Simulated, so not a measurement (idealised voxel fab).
Documented hereafter: the process module known as voxel transistor to metal.
The cross-section on display is named cut; it measures 205 nm wide, and its cells are 5 nm squares.
Cross-sections here: square-cell grids, written as top-down lists of bands, a band being one or more rows of cells.
Basically the band line says how high the top is and how high the bottom is, in nm, and then what's in it from left to right, every material with its width in nm. Empty space shows up as "empty", and if a single material carries "throughout" it runs the full band edge to edge.
Heights are measured from 0, the level below which the as-received wafer is all one material; the lowest band has no bottom and continues downward, written as in "0..down".
Think of "30 to 40" as a width that walks from the first number to the second as you go down the band, top row to bottom row, taking equal-sized steps from row to row.
A step reported as "no change" is a step in which no cell of the cross-section changed.
"Closed-off voids": sealed empty spaces, 8 cells or more, no open way to top, listed width x height at distance, with distance from the left edge and width, height and distance in nm.
Heads up: the bit after the settings on a step's line is the simulator's remark on that step.
"overlay nm" denotes, for a step that has a mask, the displacement of the mask to the right of its planned place, with negative values corresponding to the left.
-- Steps in the process plan
1. RECEIVE,material Si
2. OXIDIZE,depth nm 5
3. CONFORMAL_DEP,material SiN,thk nm 15
4. PATTERN,tone cover,mask id ACTIVE,material resist,width nm 105,thk nm 20,overlay nm 0
5. DIRECTIONAL_ETCH,etch materials SiN,depth nm 15
6. DIRECTIONAL_ETCH,etch materials SiO2,depth nm 5
7. DIRECTIONAL_ETCH,etch materials Si,depth nm 35
8. STRIP,etch materials resist
9. FILL_DEP,material SiO2,thk nm 10
10. CMP,height nm 15
11. SELECTIVE_ETCH,etch materials SiO2,depth nm 15
12. STRIP,etch materials SiN
13. SELECTIVE_ETCH,etch materials SiO2,depth nm 5
14. OXIDIZE,depth nm 5
15. DIRECTIONAL_DEP,material polySi,thk nm 20
16. DIRECTIONAL_DEP,material SiCN,thk nm 15
17. MASKED_ETCH,tone cover,mask id GATE,width nm 35,etch materials SiCN,depth nm 25,overlay nm 0
18. MASKED_ETCH,tone cover,mask id GATE,width nm 35,etch materials polySi,depth nm 30,overlay nm 0
19. CONFORMAL_DEP,material SiN,thk nm 10
20. DIRECTIONAL_ETCH,etch materials SiN,depth nm 10
21. DIRECTIONAL_ETCH,etch materials SiO2,depth nm 5
22. DIRECTIONAL_ETCH,etch materials Si,depth nm 10
23. EPI,material SiGe,thk nm 10
24. FILL_DEP,material SiO2,thk nm 5
25. CMP,height nm 15
26. STRIP,etch materials polySi
27. SELECTIVE_ETCH,etch materials SiO2,depth nm 5
28. CONFORMAL_DEP,material HfO2,thk nm 5
29. CONFORMAL_DEP,material TiN,thk nm 5
30. FILL_DEP,material W,thk nm 5
31. CMP,height nm 10
32. DIRECTIONAL_DEP,material SiO2,thk nm 10
33. MASKED_ETCH,tone open,mask id CONTACT,width nm 15,pitch nm 80,etch materials SiO2,depth nm 30,overlay nm 0
34. CONFORMAL_DEP,material TiN,thk nm 5
35. FILL_DEP,material W,thk nm 10
36. CMP,height nm 20
37. CONFORMAL_DEP,material SiCN,thk nm 5
38. DIRECTIONAL_DEP,material SiO2,thk nm 20
39. DIRECTIONAL_DEP,material aC,thk nm 15
40. PATTERN,tone open,mask id METAL_1,material resist,width nm 15,pitch nm 80,thk nm 30,overlay nm 0
41. DIRECTIONAL_ETCH,etch materials aC,depth nm 15
42. STRIP,etch materials resist
43. DIRECTIONAL_ETCH,etch materials SiO2,depth nm 20
44. DIRECTIONAL_ETCH,etch materials SiCN,depth nm 5
45. STRIP,etch materials aC
46. CONFORMAL_DEP,material TiN,thk nm 5
47. FILL_DEP,material W,thk nm 5
48. CMP,height nm 45
49. EPI,material Ru,thk nm 5
50. FILL_DEP,material SiCN,thk nm 5
51. DIRECTIONAL_DEP,material SiO2,thk nm 25
52. DIRECTIONAL_DEP,material aC,thk nm 15
53. PATTERN,tone open,mask id METAL_2,material resist,width nm 15,pitch nm 80,thk nm 35,overlay nm 0
54. DIRECTIONAL_ETCH,etch materials aC,depth nm 15
55. STRIP,etch materials resist
56. DIRECTIONAL_ETCH,etch materials SiO2,depth nm 15
57. STRIP,etch materials aC
58. PATTERN,tone open,mask id METAL_2_HOLES,material resist,width nm 15,pitch nm 80,thk nm 20,overlay nm 0
59. DIRECTIONAL_ETCH,etch materials SiO2,depth nm 10
60. DIRECTIONAL_ETCH,etch materials SiCN,depth nm 5
61. STRIP,etch materials resist
62. CONFORMAL_DEP,material TiN,thk nm 5
63. FILL_DEP,material Ru,thk nm 5
64. CMP,height nm 80
65. CONFORMAL_DEP,material SiCN,thk nm 5
-- Wafer as received: cross-section following step 1
- 0..down  Si throughout
- Closed-off voids: none
-- As-planned run: cross-section of the first of two wafers at end of module
- 85..80  SiCN throughout
- 80..55  55 nm SiO2 | 5 nm TiN | 5 nm Ru | 5 nm TiN | 65 nm SiO2 | 5 nm TiN | 5 nm Ru | 5 nm TiN | 55 nm SiO2
- 55..50  55 nm SiCN | 15 nm TiN | 65 nm SiCN | 15 nm TiN | 55 nm SiCN
- 50..45  50 nm SiCN | 25 nm Ru | 55 nm SiCN | 25 nm Ru | 50 nm SiCN
- 45..25  55 nm SiO2 | 5 nm TiN | 5 nm W | 5 nm TiN | 65 nm SiO2 | 5 nm TiN | 5 nm W | 5 nm TiN | 55 nm SiO2
- 25..20  55 nm SiCN | 15 nm TiN | 65 nm SiCN | 15 nm TiN | 55 nm SiCN
- 20..10  55 nm SiO2 | 5 nm TiN | 5 nm W | 5 nm TiN | 65 nm SiO2 | 5 nm TiN | 5 nm W | 5 nm TiN | 55 nm SiO2
- 10..5  55 nm SiO2 | 5 nm TiN | 5 nm W | 5 nm TiN | 5 nm SiO2 | 10 nm SiN | 5 nm HfO2 | 5 nm TiN | 15 nm W | 5 nm TiN | 5 nm HfO2 | 10 nm SiN | 5 nm SiO2 | 5 nm TiN | 5 nm W | 5 nm TiN | 55 nm SiO2
- 5..0  55 nm SiO2 | 15 nm TiN | 5 nm SiO2 | 10 nm SiN | 5 nm HfO2 | 5 nm TiN | 15 nm W | 5 nm TiN | 5 nm HfO2 | 10 nm SiN | 5 nm SiO2 | 15 nm TiN | 55 nm SiO2
- 0..-5  55 nm SiO2 | 10 nm TiN | 10 nm SiGe | 10 nm SiN | 5 nm HfO2 | 25 nm TiN | 5 nm HfO2 | 10 nm SiN | 10 nm SiGe | 10 nm TiN | 55 nm SiO2
- -5..-10  55 nm SiO2 | 10 nm TiN | 10 nm SiGe | 5 nm SiO2 | 45 nm HfO2 | 5 nm SiO2 | 10 nm SiGe | 10 nm TiN | 55 nm SiO2
- -10..-20  50 nm SiO2 | 25 nm SiGe | 55 nm Si | 25 nm SiGe | 50 nm SiO2
- -20..-40  50 nm SiO2 | 105 nm Si | 50 nm SiO2
- -40..down  Si throughout
- Closed-off voids: none
-- Same start, same plan as the first wafer - but one mistake in the run. Cross-section of the second of the two at the end of the module
- 85..80  SiCN throughout
- 80..55  55 nm SiO2 | 5 nm TiN | 5 nm Ru | 5 nm TiN | 65 nm SiO2 | 5 nm TiN | 5 nm Ru | 5 nm TiN | 55 nm SiO2
- 55..50  55 nm SiCN | 15 nm TiN | 65 nm SiCN | 15 nm TiN | 55 nm SiCN
- 50..45  50 nm SiCN | 25 nm Ru | 55 nm SiCN | 25 nm Ru | 50 nm SiCN
- 45..25  55 nm SiO2 | 5 nm TiN | 5 nm W | 5 nm TiN | 65 nm SiO2 | 5 nm TiN | 5 nm W | 5 nm TiN | 55 nm SiO2
- 25..20  55 nm SiCN | 15 nm TiN | 65 nm SiCN | 15 nm TiN | 55 nm SiCN
- 20..10  SiCN throughout
- 10..0  75 nm SiO2 | 10 nm SiN | 5 nm HfO2 | 5 nm TiN | 15 nm W | 5 nm TiN | 5 nm HfO2 | 10 nm SiN | 75 nm SiO2
- 0..-5  65 nm SiO2 | 10 nm SiGe | 10 nm SiN | 5 nm HfO2 | 25 nm TiN | 5 nm HfO2 | 10 nm SiN | 10 nm SiGe | 65 nm SiO2
- -5..-10  65 nm SiO2 | 10 nm SiGe | 5 nm SiO2 | 45 nm HfO2 | 5 nm SiO2 | 10 nm SiGe | 65 nm SiO2
- -10..-20  50 nm SiO2 | 25 nm SiGe | 55 nm Si | 25 nm SiGe | 50 nm SiO2
- -20..-40  50 nm SiO2 | 105 nm Si | 50 nm SiO2
- -40..down  Si throughout
- Closed-off voids: none
What was the processing mistake? not per plan at step 32, really ran DIRECTIONAL_DEP,material SiCN,thk nm 10
at the end the second wafer has, in cells: 82 more of SiCN; 50 fewer of SiO2; 26 fewer of TiN; 6 fewer of W
